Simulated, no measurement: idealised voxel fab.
process module | voxel gate over fins
cross-section cut | 240 nm wide | cells 5 nm
A cross-section is a grid of square cells, given in bands from the top down. A band is one or more rows of cells.
Each band's line starts with the height of the band's top and of its bottom, in nm. Then come its materials from left to right, each with its width in nm. One material with "throughout" fills the band from edge to edge. "air" is empty space.
Height 0 is the level under which the wafer as received is all one material. The lowest band goes on downwards, as in "0 down".
A width such as "30 to 40" changes by the same amount from each row of cells to the next, from the band's top row to its bottom row.
"no change" after a step means that no cell of the cross-section changed.
closed voids: empty space of 8 cells or more with no open way to the top, each as width x height at its distance from the left edge, in nm
after a step's settings: what the simulator itself notes on the step
overlay nm, on a step with a mask: how far to the right of its planned place the mask lay; to the left if negative
plan
1 op RECEIVE | material Si
2 op CONFORMAL_DEP | material SiN | thk nm 10
3 op DIRECTIONAL_DEP | material aC | thk nm 15
4 op PATTERN | tone cover | mask id FINS | material resist | width nm 15 | pitch nm 35 | thk nm 30 | overlay nm -15
5 op DIRECTIONAL_ETCH | etch materials aC | depth nm 15
6 op STRIP | etch materials resist
7 op DIRECTIONAL_ETCH | etch materials SiN | depth nm 10
8 op DIRECTIONAL_ETCH | etch materials Si | depth nm 35
9 op STRIP | etch materials aC
10 op OXIDIZE | depth nm 5
11 op FILL_DEP | material SiO2 | thk nm 5
12 op CMP | height nm 10
13 op SELECTIVE_ETCH | etch materials SiO2 | depth nm 25
14 op STRIP | etch materials SiN
15 op CONFORMAL_DEP | material HfO2 | thk nm 5
16 op CONFORMAL_DEP | material TiN | thk nm 5
17 op FILL_DEP | material W | thk nm 10
18 op CMP | height nm 15
19 op CONFORMAL_DEP | material SiN | thk nm 5
varied across the wafers: overlay nm of step 4. The plan shows the first wafer's value. All wafers start alike
first wafer as received, after step 1
  0 down: Si throughout
  closed voids: none
first wafer at the end, after step 19
  20 to 15: SiN throughout
  15 to 10: W throughout
  10 to 5: W 55 | TiN 25 | W 10 | TiN 25 | W 10 | TiN 25 | W 90
  5 to 0: W 55 | TiN 5 | HfO2 15 | TiN 5 | W 10 | TiN 5 | HfO2 15 | TiN 5 | W 10 | TiN 5 | HfO2 15 | TiN 5 | W 90
  0 to -5: W 55 | TiN 5 | HfO2 5 | Si 5 | HfO2 5 | TiN 5 | W 10 | TiN 5 | HfO2 5 | Si 5 | HfO2 5 | TiN 5 | W 10 | TiN 5 | HfO2 5 | Si 5 | HfO2 5 | TiN 5 | W 90
  -5 to -10: TiN 60 | HfO2 5 | Si 5 | HfO2 5 | TiN 20 | HfO2 5 | Si 5 | HfO2 5 | TiN 20 | HfO2 5 | Si 5 | HfO2 5 | TiN 95
  -10 to -15: HfO2 65 | Si 5 | HfO2 30 | Si 5 | HfO2 30 | Si 5 | HfO2 100
  -15 to -40: SiO2 65 | Si 5 | SiO2 30 | Si 5 | SiO2 30 | Si 5 | SiO2 100
  -40 down: Si throughout
  closed voids: none
last wafer at the end
  20 to 15: SiN throughout
  15 to 10: W throughout
  10 to 5: W 85 | TiN 25 | W 10 | TiN 25 | W 10 | TiN 25 | W 60
  5 to 0: W 85 | TiN 5 | HfO2 15 | TiN 5 | W 10 | TiN 5 | HfO2 15 | TiN 5 | W 10 | TiN 5 | HfO2 15 | TiN 5 | W 60
  0 to -5: W 85 | TiN 5 | HfO2 5 | Si 5 | HfO2 5 | TiN 5 | W 10 | TiN 5 | HfO2 5 | Si 5 | HfO2 5 | TiN 5 | W 10 | TiN 5 | HfO2 5 | Si 5 | HfO2 5 | TiN 5 | W 60
  -5 to -10: TiN 90 | HfO2 5 | Si 5 | HfO2 5 | TiN 20 | HfO2 5 | Si 5 | HfO2 5 | TiN 20 | HfO2 5 | Si 5 | HfO2 5 | TiN 65
  -10 to -15: HfO2 95 | Si 5 | HfO2 30 | Si 5 | HfO2 30 | Si 5 | HfO2 70
  -15 to -40: SiO2 95 | Si 5 | SiO2 30 | Si 5 | SiO2 30 | Si 5 | SiO2 70
  -40 down: Si throughout
  closed voids: none
each wafer at the end: cells of each material gained (+) or lost (-) since it was received, then its closed voids
overlay nm -15 | +66 HfO2 | -360 Si | +48 SiN | +225 SiO2 | +66 TiN | +147 W | closed voids: none
overlay nm -10 | +66 HfO2 | -360 Si | +48 SiN | +225 SiO2 | +66 TiN | +147 W | closed voids: none
overlay nm -5 | +66 HfO2 | -360 Si | +48 SiN | +225 SiO2 | +66 TiN | +147 W | closed voids: none
overlay nm 0 | +66 HfO2 | -360 Si | +48 SiN | +225 SiO2 | +66 TiN | +147 W | closed voids: none
overlay nm 5 | +66 HfO2 | -360 Si | +48 SiN | +225 SiO2 | +66 TiN | +147 W | closed voids: none
overlay nm 10 | +66 HfO2 | -360 Si | +48 SiN | +225 SiO2 | +66 TiN | +147 W | closed voids: none
overlay nm 15 | +66 HfO2 | -360 Si | +48 SiN | +225 SiO2 | +66 TiN | +147 W | closed voids: none
